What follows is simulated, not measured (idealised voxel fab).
process module | voxel transistor to metal
cross-section cut | 285 nm wide | cells 5 nm
A cross-section is a grid of square cells, given in bands from the top down. A band is one or more rows of cells.
Each band's line starts with the height of the band's top and of its bottom, in nm. Then come its materials from left to right, each with its width in nm. One material with "throughout" fills the band from edge to edge. "air" is empty space.
Height 0 is the level under which the wafer as received is all one material. The lowest band goes on downwards, as in "0 down".
A width such as "30 to 40" changes by the same amount from each row of cells to the next, from the band's top row to its bottom row.
"no change" after a step means that no cell of the cross-section changed.
closed voids: empty space of 8 cells or more with no open way to the top, each as width x height at its distance from the left edge, in nm
after a step's settings: what the simulator itself notes on the step
overlay nm, on a step with a mask: how far to the right of its planned place the mask lay; to the left if negative
plan
1 op RECEIVE | material Si
2 op CONFORMAL_DEP | material SiO2 | thk nm 5
3 op CONFORMAL_DEP | material SiN | thk nm 10
4 op PATTERN | tone cover | mask id ACTIVE | material resist | width nm 115 | pitch nm 135 | thk nm 20 | overlay nm 0
5 op DIRECTIONAL_ETCH | etch materials SiN | depth nm 10
6 op DIRECTIONAL_ETCH | etch materials SiO2 | depth nm 5
7 op DIRECTIONAL_ETCH | etch materials Si | depth nm 20
8 op STRIP | etch materials resist
9 op FILL_DEP | material SiO2 | thk nm 5
10 op CMP | height nm 15
11 op SELECTIVE_ETCH | etch materials SiO2 | depth nm 10
12 op STRIP | etch materials SiN
13 op SELECTIVE_ETCH | etch materials SiO2 | depth nm 5
14 op OXIDIZE | depth nm 5
15 op DIRECTIONAL_DEP | material polySi | thk nm 30
16 op DIRECTIONAL_DEP | material SiCN | thk nm 15
17 op PATTERN | tone cover | mask id GATE | material resist | width nm 25 | pitch nm 135 | thk nm 20 | overlay nm 0
18 op DIRECTIONAL_ETCH | etch materials SiCN | depth nm 25
19 op DIRECTIONAL_ETCH | etch materials polySi | depth nm 40
20 op STRIP | etch materials resist
21 op CONFORMAL_DEP | material SiO2 | thk nm 5
22 op DIRECTIONAL_ETCH | etch materials SiO2 | depth nm 5
23 op CONFORMAL_DEP | material SiN | thk nm 5
24 op DIRECTIONAL_ETCH | etch materials SiN | depth nm 5
25 op DIRECTIONAL_ETCH | etch materials SiO2 | depth nm 5
26 op DIRECTIONAL_ETCH | etch materials Si | depth nm 10
27 op EPI | material pSi | thk nm 15
28 op FILL_DEP | material SiO2 | thk nm 5
29 op CMP | height nm 45
30 op DIRECTIONAL_DEP | material SiO2 | thk nm 10
31 op PATTERN | tone open | mask id CONTACT | material resist | width nm 15 | thk nm 15 | overlay nm 0
32 op DIRECTIONAL_ETCH | etch materials SiO2 | depth nm 55
33 op STRIP | etch materials resist
34 op CONFORMAL_DEP | material TiN | thk nm 5
35 op FILL_DEP | material W | thk nm 10
36 op CMP | height nm 55
37 op CONFORMAL_DEP | material SiCN | thk nm 5
38 op DIRECTIONAL_DEP | material SiO2 | thk nm 20
39 op DIRECTIONAL_DEP | material aC | thk nm 10
40 op PATTERN | tone open | mask id METAL_1 | material resist | width nm 15 | thk nm 30 | overlay nm 0
41 op DIRECTIONAL_ETCH | etch materials aC | depth nm 10
42 op STRIP | etch materials resist
43 op DIRECTIONAL_ETCH | etch materials SiO2 | depth nm 20
44 op DIRECTIONAL_ETCH | etch materials SiCN | depth nm 5
45 op STRIP | etch materials aC
46 op CONFORMAL_DEP | material TiN | thk nm 5
47 op FILL_DEP | material Cu | thk nm 5
48 op CMP | height nm 80
49 op CONFORMAL_DEP | material SiCN | thk nm 5
50 op DIRECTIONAL_DEP | material lowk | thk nm 35
51 op PATTERN | tone open | mask id METAL_2 | material resist | width nm 15 | pitch nm 135 | thk nm 15 | overlay nm 0
52 op DIRECTIONAL_ETCH | etch materials lowk | depth nm 20
53 op STRIP | etch materials resist
54 op MASKED_ETCH | tone open | mask id METAL_2_HOLES | width nm 15 | pitch nm 135 | etch materials lowk | depth nm 15 | overlay nm 0
55 op MASKED_ETCH | tone open | mask id METAL_2_HOLES | width nm 15 | pitch nm 135 | etch materials SiCN | depth nm 5 | overlay nm 0
56 op CONFORMAL_DEP | material TiN | thk nm 5
57 op FILL_DEP | material Ru | thk nm 5
58 op CMP | height nm 120
59 op CONFORMAL_DEP | material SiN | thk nm 5
as received, after step 1
  0 down: Si throughout
  closed voids: none
first wafer at the end, as planned
  125 to 120: SiN throughout
  120 to 85: lowk 25 | TiN 5 | Ru 5 | TiN 5 | lowk 120 | TiN 5 | Ru 5 | TiN 5 | lowk 110
  85 to 80: SiCN 25 | TiN 15 | SiCN 120 | TiN 15 | SiCN 110
  80 to 60: SiO2 25 | TiN 5 | Cu 5 | TiN 5 | SiO2 65 | TiN 5 | Cu 5 | TiN 5 | SiO2 40 | TiN 5 | Cu 5 | TiN 5 | SiO2 65 | TiN 5 | Cu 5 | TiN 5 | SiO2 30
  60 to 55: SiCN 25 | TiN 15 | SiCN 65 | TiN 15 | SiCN 40 | TiN 15 | SiCN 65 | TiN 15 | SiCN 30
  55 to 45: SiO2 25 | TiN 5 | W 5 | TiN 5 | SiO2 65 | TiN 5 | W 5 | TiN 5 | SiO2 40 | TiN 5 | W 5 | TiN 5 | SiO2 65 | TiN 5 | W 5 | TiN 5 | SiO2 30
  45 to 30: SiO2 25 | TiN 5 | W 5 | TiN 5 | SiO2 10 | SiN 5 | SiO2 5 | SiCN 25 | SiO2 5 | SiN 5 | SiO2 10 | TiN 5 | W 5 | TiN 5 | SiO2 40 | TiN 5 | W 5 | TiN 5 | SiO2 10 | SiN 5 | SiO2 5 | SiCN 25 | SiO2 5 | SiN 5 | SiO2 10 | TiN 5 | W 5 | TiN 5 | SiO2 30
  30 to 15: SiO2 25 | TiN 5 | W 5 | TiN 5 | SiO2 10 | SiN 5 | SiO2 5 | polySi 25 | SiO2 5 | SiN 5 | SiO2 10 | TiN 5 | W 5 | TiN 5 | SiO2 40 | TiN 5 | W 5 | TiN 5 | SiO2 10 | SiN 5 | SiO2 5 | polySi 25 | SiO2 5 | SiN 5 | SiO2 10 | TiN 5 | W 5 | TiN 5 | SiO2 30
  15 to 10: SiO2 25 | TiN 15 | SiO2 10 | SiN 5 | SiO2 5 | polySi 25 | SiO2 5 | SiN 5 | SiO2 10 | TiN 15 | SiO2 40 | TiN 15 | SiO2 10 | SiN 5 | SiO2 5 | polySi 25 | SiO2 5 | SiN 5 | SiO2 10 | TiN 15 | SiO2 30
  10 to 0: SiO2 25 | TiN 10 | pSi 15 | SiN 5 | SiO2 5 | polySi 25 | SiO2 5 | SiN 5 | pSi 15 | TiN 10 | SiO2 40 | TiN 10 | pSi 15 | SiN 5 | SiO2 5 | polySi 25 | SiO2 5 | SiN 5 | pSi 15 | TiN 10 | SiO2 30
  0 to -5: SiO2 10 | pSi 40 | SiO2 45 | pSi 40 | SiO2 10 | pSi 40 | SiO2 45 | pSi 40 | SiO2 15
  -5 to -15: SiO2 15 | pSi 35 | Si 45 | pSi 35 | SiO2 20 | pSi 35 | Si 45 | pSi 35 | SiO2 20
  -15 to -20: SiO2 15 | Si 115 | SiO2 20 | Si 115 | SiO2 20
  -20 down: Si throughout
  closed voids: none
second wafer at the end: like start, like plan, one mistake
  125 to 120: SiN throughout
  120 to 85: lowk 25 | TiN 5 | Ru 5 | TiN 5 | lowk 120 | TiN 5 | Ru 5 | TiN 5 | lowk 110
  85 to 80: SiCN 25 | TiN 15 | SiCN 120 | TiN 15 | SiCN 110
  80 to 60: SiO2 25 | TiN 5 | Cu 5 | TiN 5 | SiO2 65 | TiN 5 | Cu 5 | TiN 5 | SiO2 40 | TiN 5 | Cu 5 | TiN 5 | SiO2 65 | TiN 5 | Cu 5 | TiN 5 | SiO2 30
  60 to 55: SiCN 25 | TiN 15 | SiCN 65 | TiN 15 | SiCN 40 | TiN 15 | SiCN 65 | TiN 15 | SiCN 30
  55 to 45: SiO2 25 | SiN 5 | W 5 | SiN 5 | SiO2 65 | SiN 5 | W 5 | SiN 5 | SiO2 40 | SiN 5 | W 5 | SiN 5 | SiO2 65 | SiN 5 | W 5 | SiN 5 | SiO2 30
  45 to 30: SiO2 25 | SiN 5 | W 5 | SiN 5 | SiO2 10 | SiN 5 | SiO2 5 | SiCN 25 | SiO2 5 | SiN 5 | SiO2 10 | SiN 5 | W 5 | SiN 5 | SiO2 40 | SiN 5 | W 5 | SiN 5 | SiO2 10 | SiN 5 | SiO2 5 | SiCN 25 | SiO2 5 | SiN 5 | SiO2 10 | SiN 5 | W 5 | SiN 5 | SiO2 30
  30 to 15: SiO2 25 | SiN 5 | W 5 | SiN 5 | SiO2 10 | SiN 5 | SiO2 5 | polySi 25 | SiO2 5 | SiN 5 | SiO2 10 | SiN 5 | W 5 | SiN 5 | SiO2 40 | SiN 5 | W 5 | SiN 5 | SiO2 10 | SiN 5 | SiO2 5 | polySi 25 | SiO2 5 | SiN 5 | SiO2 10 | SiN 5 | W 5 | SiN 5 | SiO2 30
  15 to 10: SiO2 25 | SiN 15 | SiO2 10 | SiN 5 | SiO2 5 | polySi 25 | SiO2 5 | SiN 5 | SiO2 10 | SiN 15 | SiO2 40 | SiN 15 | SiO2 10 | SiN 5 | SiO2 5 | polySi 25 | SiO2 5 | SiN 5 | SiO2 10 | SiN 15 | SiO2 30
  10 to 0: SiO2 25 | SiN 10 | pSi 15 | SiN 5 | SiO2 5 | polySi 25 | SiO2 5 | SiN 5 | pSi 15 | SiN 10 | SiO2 40 | SiN 10 | pSi 15 | SiN 5 | SiO2 5 | polySi 25 | SiO2 5 | SiN 5 | pSi 15 | SiN 10 | SiO2 30
  0 to -5: SiO2 10 | pSi 40 | SiO2 45 | pSi 40 | SiO2 10 | pSi 40 | SiO2 45 | pSi 40 | SiO2 15
  -5 to -15: SiO2 15 | pSi 35 | Si 45 | pSi 35 | SiO2 20 | pSi 35 | Si 45 | pSi 35 | SiO2 20
  -15 to -20: SiO2 15 | Si 115 | SiO2 20 | Si 115 | SiO2 20
  -20 down: Si throughout
  closed voids: none
what went wrong: step 34 ran as: op CONFORMAL_DEP | material SiN | thk nm 5
at the end the second wafer has, in cells: 92 more of SiN | 92 fewer of TiN
